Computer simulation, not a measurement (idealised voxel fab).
process module | voxel ribs on slabs
cross-section cut | 260 nm wide | cells 5 nm
A cross-section is a grid of square cells, given in bands from the top down. A band is one or more rows of cells.
Each band's line starts with the height of the band's top and of its bottom, in nm. Then come its materials from left to right, each with its width in nm. One material with "throughout" fills the band from edge to edge. "air" is empty space.
Height 0 is the level under which the wafer as received is all one material. The lowest band goes on downwards, as in "0 down".
A width such as "30 to 40" changes by the same amount from each row of cells to the next, from the band's top row to its bottom row.
"no change" after a step means that no cell of the cross-section changed.
closed voids: empty space of 8 cells or more with no open way to the top, each as width x height at its distance from the left edge, in nm
after a step's settings: what the simulator itself notes on the step
overlay nm, on a step with a mask: how far to the right of its planned place the mask lay; to the left if negative
plan
1 op RECEIVE | material Si
2 op DIRECTIONAL_DEP | material SiO2 | thk nm 20
3 op DIRECTIONAL_DEP | material polySi | thk nm 15
4 op DIRECTIONAL_DEP | material aC | thk nm 15
5 op PATTERN | tone cover | mask id RIB | material resist | width nm 20 | thk nm 30 | overlay nm 0
6 op DIRECTIONAL_ETCH | etch materials aC | depth nm 15
7 op STRIP | etch materials resist
8 op DIRECTIONAL_ETCH | etch materials polySi | depth nm 5
9 op STRIP | etch materials aC
10 op DIRECTIONAL_DEP | material aC | thk nm 15
11 op PATTERN | tone cover | mask id SLAB | material resist | width nm 60 | thk nm 30 | overlay nm 0
12 op DIRECTIONAL_ETCH | etch materials aC | depth nm 15
13 op STRIP | etch materials resist
14 op DIRECTIONAL_ETCH | etch materials polySi | depth nm 10
15 op STRIP | etch materials aC
16 op FILL_DEP | material SiO2 | thk nm 25
17 op CMP | height nm 55
18 op DIRECTIONAL_DEP | material W | thk nm 10
19 op MASKED_ETCH | tone cover | mask id HEATER | width nm 30 | etch materials W | depth nm 10 | overlay nm 0
20 op CONFORMAL_DEP | material SiO2 | thk nm 5
as received, after step 1
  0 down: Si throughout
  closed voids: none
a wafer at the end: this start, this plan, one mistake
  70 to 65: air 110 | SiO2 40 | air 110
  65 to 60: air 110 | SiO2 5 | W 30 | SiO2 5 | air 110
  60 to 55: SiO2 115 | W 30 | SiO2 115
  55 to 50: SiO2 throughout
  50 to 45: SiO2 120 | W 20 | SiO2 120
  45 to 35: W throughout
  35 to 30: W 120 | polySi 20 | W 120
  30 to 20: polySi throughout
  20 to 0: SiO2 throughout
  0 down: Si throughout
  closed voids: none
what went wrong: step 10 ran as: op DIRECTIONAL_DEP | material W | thk nm 15
